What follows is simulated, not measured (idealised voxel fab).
Process module, titled voxel trench capacitor
Square cell edge 5 nm, section width 190 nm, ID cut.
A cross-section is a grid of square cells, given in bands from the top down. A band is one or more rows of cells.
The entry gives the band's vertical extent as a top height and a bottom height in nm, then its horizontal make-up as materials from left to right, each with a width in nm. "empty" stands for empty space; a single material marked "all across" fills the band edge to edge.
For the purposes of this specification, 0 denotes the height below which the wafer in its as-received condition is composed wholly of one material, and the lowermost band, lacking a lower limit, extends downward without end, as expressed in "0 -> down".
A width given as "30 to 40" starts at the first number in the band's top row and ends at the second number in its bottom row, shifting by an equal amount at every step from row to row.
Key: "no modification" - step with no changed cell in the cross-section.
"Listed closed voids" lists enclosed empty spaces (at least 8 cells, no open path upward to the top), each as width x height at distance from the left edge, in nm.
Whatever follows a step's settings on its line is a remark the simulator itself makes about that step.
A step line may carry the setting "overlay nm", which, for steps involving a mask, states the distance by which the mask lay to the right of its intended position; negative values denote displacement to the left.

-- This section lists the process steps that were planned
1) RECEIVE: material Si
2) CONFORMAL_DEP: material SiN, thk nm 5
3) PATTERN: tone open, mask id TRENCH, material resist, width nm 25, pitch nm 55, thk nm 20, overlay nm 0
4) DIRECTIONAL_ETCH: etch materials SiN, depth nm 5
5) DIRECTIONAL_ETCH: etch materials Si, depth nm 35
6) STRIP: etch materials resist
7) CONFORMAL_DEP: material HfO2, thk nm 5
8) CONFORMAL_DEP: material TiN, thk nm 5
9) FILL_DEP: material W, thk nm 5
10) CMP: height nm 5

-- Concerning the first of two wafers, which was run in accordance with the plan

-- Wafer as received: cross-section following step 1
> 0 -> down | Si all across
> Listed closed voids: none

-- After step 2: wafer cross-section
> 5 -> 0 | SiN all across
> Rest of section, below 0: as before.

-- After step 3: wafer cross-section
> 25 -> 5 | 55 of resist, 25 of empty, 30 of resist, 25 of empty, 55 of resist
> Rest of section, below 5: as before.

-- After step 4: wafer cross-section
> 25 -> 5 | 55 of resist, 25 of empty, 30 of resist, 25 of empty, 55 of resist
> 5 -> 0 | 55 of SiN, 25 of empty, 30 of SiN, 25 of empty, 55 of SiN
> Rest of section, below 0: as before.

-- After step 5: wafer cross-section
> 25 -> 5 | 55 of resist, 25 of empty, 30 of resist, 25 of empty, 55 of resist
> 5 -> 0 | 55 of SiN, 25 of empty, 30 of SiN, 25 of empty, 55 of SiN
> 0 -> -35 | 55 of Si, 25 of empty, 30 of Si, 25 of empty, 55 of Si
> Rest of section, below -35: as before.

-- After step 6: wafer cross-section
> 5 -> 0 | 55 of SiN, 25 of empty, 30 of SiN, 25 of empty, 55 of SiN
> Rest of section, below 0: as before.

-- After step 7: wafer cross-section
> 10 -> 5 | 60 of HfO2, 15 of empty, 40 of HfO2, 15 of empty, 60 of HfO2
> 5 -> 0 | 55 of SiN, 5 of HfO2, 15 of empty, 5 of HfO2, 30 of SiN, 5 of HfO2, 15 of empty, 5 of HfO2, 55 of SiN
> 0 -> -30 | 55 of Si, 5 of HfO2, 15 of empty, 5 of HfO2, 30 of Si, 5 of HfO2, 15 of empty, 5 of HfO2, 55 of Si
> -30 -> -35 | 55 of Si, 25 of HfO2, 30 of Si, 25 of HfO2, 55 of Si
> Rest of section, below -35: as before.

-- After step 8: wafer cross-section
> 15 -> 10 | 65 of TiN, 5 of empty, 50 of TiN, 5 of empty, 65 of TiN
> 10 -> 5 | 60 of HfO2, 5 of TiN, 5 of empty, 5 of TiN, 40 of HfO2, 5 of TiN, 5 of empty, 5 of TiN, 60 of HfO2
> 5 -> 0 | 55 of SiN, 5 of HfO2, 5 of TiN, 5 of empty, 5 of TiN, 5 of HfO2, 30 of SiN, 5 of HfO2, 5 of TiN, 5 of empty, 5 of TiN, 5 of HfO2, 55 of SiN
> 0 -> -25 | 55 of Si, 5 of HfO2, 5 of TiN, 5 of empty, 5 of TiN, 5 of HfO2, 30 of Si, 5 of HfO2, 5 of TiN, 5 of empty, 5 of TiN, 5 of HfO2, 55 of Si
> -25 -> -30 | 55 of Si, 5 of HfO2, 15 of TiN, 5 of HfO2, 30 of Si, 5 of HfO2, 15 of TiN, 5 of HfO2, 55 of Si
> Rest of section, below -30: as before.

-- After step 9: wafer cross-section
> 20 -> 15 | W all across
> 15 -> 10 | 65 of TiN, 5 of W, 50 of TiN, 5 of W, 65 of TiN
> 10 -> 5 | 60 of HfO2, 5 of TiN, 5 of W, 5 of TiN, 40 of HfO2, 5 of TiN, 5 of W, 5 of TiN, 60 of HfO2
> 5 -> 0 | 55 of SiN, 5 of HfO2, 5 of TiN, 5 of W, 5 of TiN, 5 of HfO2, 30 of SiN, 5 of HfO2, 5 of TiN, 5 of W, 5 of TiN, 5 of HfO2, 55 of SiN
> 0 -> -25 | 55 of Si, 5 of HfO2, 5 of TiN, 5 of W, 5 of TiN, 5 of HfO2, 30 of Si, 5 of HfO2, 5 of TiN, 5 of W, 5 of TiN, 5 of HfO2, 55 of Si
> Rest of section, below -25: as before.

-- After step 10: wafer cross-section
> 5 -> 0 | 55 of SiN, 5 of HfO2, 5 of TiN, 5 of W, 5 of TiN, 5 of HfO2, 30 of SiN, 5 of HfO2, 5 of TiN, 5 of W, 5 of TiN, 5 of HfO2, 55 of SiN
> Rest of section, below 0: as before.

-- Now the other wafer: same start, same recipe, but we messed up one thing when running it. Up to and including step 5 it's the same as the first one

-- Cross-sectional representation of the second wafer at the time designated in the plan for the completion of step 6
> 5 -> 0 | 55 of SiN, 25 of empty, 30 of SiN, 25 of empty, 55 of SiN
> Rest of section, below 0: as before.

-- Cross-sectional representation of the second wafer at the time designated in the plan for the completion of step 7
> 10 -> 5 | 60 of HfO2, 15 of empty, 40 of HfO2, 15 of empty, 60 of HfO2
> 5 -> 0 | 55 of SiN, 5 of HfO2, 15 of empty, 5 of HfO2, 30 of SiN, 5 of HfO2, 15 of empty, 5 of HfO2, 55 of SiN
> 0 -> -30 | 55 of Si, 5 of HfO2, 15 of empty, 5 of HfO2, 30 of Si, 5 of HfO2, 15 of empty, 5 of HfO2, 55 of Si
> -30 -> -35 | 55 of Si, 25 of HfO2, 30 of Si, 25 of HfO2, 55 of Si
> Rest of section, below -35: as before.

-- Cross-sectional representation of the second wafer at the time designated in the plan for the completion of step 8
> 15 -> 10 | 65 of TiN, 5 of empty, 50 of TiN, 5 of empty, 65 of TiN
> 10 -> 5 | 60 of HfO2, 5 of TiN, 5 of empty, 5 of TiN, 40 of HfO2, 5 of TiN, 5 of empty, 5 of TiN, 60 of HfO2
> 5 -> 0 | 55 of SiN, 5 of HfO2, 5 of TiN, 5 of empty, 5 of TiN, 5 of HfO2, 30 of SiN, 5 of HfO2, 5 of TiN, 5 of empty, 5 of TiN, 5 of HfO2, 55 of SiN
> 0 -> -25 | 55 of Si, 5 of HfO2, 5 of TiN, 5 of empty, 5 of TiN, 5 of HfO2, 30 of Si, 5 of HfO2, 5 of TiN, 5 of empty, 5 of TiN, 5 of HfO2, 55 of Si
> -25 -> -30 | 55 of Si, 5 of HfO2, 15 of TiN, 5 of HfO2, 30 of Si, 5 of HfO2, 15 of TiN, 5 of HfO2, 55 of Si
> Rest of section, below -30: as before.

-- Cross-sectional representation of the second wafer at the time designated in the plan for the completion of step 9
> 20 -> 15 | W all across
> 15 -> 10 | 65 of TiN, 5 of W, 50 of TiN, 5 of W, 65 of TiN
> 10 -> 5 | 60 of HfO2, 5 of TiN, 5 of W, 5 of TiN, 40 of HfO2, 5 of TiN, 5 of W, 5 of TiN, 60 of HfO2
> 5 -> 0 | 55 of SiN, 5 of HfO2, 5 of TiN, 5 of W, 5 of TiN, 5 of HfO2, 30 of SiN, 5 of HfO2, 5 of TiN, 5 of W, 5 of TiN, 5 of HfO2, 55 of SiN
> 0 -> -25 | 55 of Si, 5 of HfO2, 5 of TiN, 5 of W, 5 of TiN, 5 of HfO2, 30 of Si, 5 of HfO2, 5 of TiN, 5 of W, 5 of TiN, 5 of HfO2, 55 of Si
> Rest of section, below -25: as before.

-- Cross-sectional representation of the second wafer at the time designated in the plan for the completion of step 10
> 5 -> 0 | 55 of SiN, 5 of HfO2, 5 of TiN, 5 of W, 5 of TiN, 5 of HfO2, 30 of SiN, 5 of HfO2, 5 of TiN, 5 of W, 5 of TiN, 5 of HfO2, 55 of SiN
> Rest of section, below 0: as before.
What was done differently from what was planned? step 6 of the plan was twice carried out
Honestly, by the end the two wafers have the same cross-section, so the mistake just doesn't show up in what this model computes.
